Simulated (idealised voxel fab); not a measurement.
You're looking at the process module voxel fin reveal.
Cross-sectional view cut (width: 270 nm; square cell size: 5 nm).
Square cells in a grid make up a cross-section in this document, and the grid is given as bands, listed from the top down, each one or more rows of cells.
The entry gives the band's vertical extent as a top height and a bottom height in nm, then its horizontal make-up as materials from left to right, each with a width in nm. "blank" stands for empty space; a single material marked "all across" fills the band edge to edge.
Measure heights from 0. That's the level where, below it, the as-received wafer is all one material. The lowest band is bottomless and extends downward; write it as in "z 0 and below".
Width: "30..40" (first number = top row, second number = bottom row, same change from row to row of cells).
Key: "changes: none" - step with no changed cell in the cross-section.
Entry "Trapped void list". Content: empty spaces with no open connection to the top, size 8 cells or greater. Each: width x height at distance. Distance: from left edge. Unit: nm.
Heads up: the bit after the settings on a step's line is the simulator's remark on that step.
overlay nm: mask right of planned place by this much (step with mask). Neg. = left.
### plan
1,op RECEIVE | material Si
2,op CONFORMAL_DEP | material SiN | thk nm 10
3,op MASKED_ETCH | tone cover | mask id FINS | width nm 15 | pitch nm 40 | etch materials SiN | depth nm 10 | overlay nm 0
4,op MASKED_ETCH | tone cover | mask id FINS | width nm 15 | pitch nm 40 | etch materials Si | depth nm 30 | overlay nm 0
5,op OXIDIZE | depth nm 5
6,op FILL_DEP | material SiO2 | thk nm 5
7,op CMP | height nm 10
8,op SELECTIVE_ETCH | etch materials SiO2 | depth nm 30
9,op STRIP | etch materials SiN
10,op CONFORMAL_DEP | material HfO2 | thk nm 5
Heads up: all these wafers start the same, and what changes between them is the width nm in step 4. The value you see in the plan is just what the first wafer got.
### Received condition of the first of several wafers, sectioned: post-step 1
z 0 and below = Si all across
Trapped void list: none
### The table below has one row for each wafer; a row shows, as of the end of the module, how many cells of each material the wafer has gained, marked (+), or lost, marked (-), since it was received, and then the wafer's closed voids
width nm 15 | +70 HfO2 | -364 Si | +156 SiO2 | Trapped void list: none
width nm 20 | +70 HfO2 | -352 Si | +150 SiO2 | Trapped void list: none
width nm 25 | +70 HfO2 | -340 Si | +144 SiO2 | Trapped void list: none
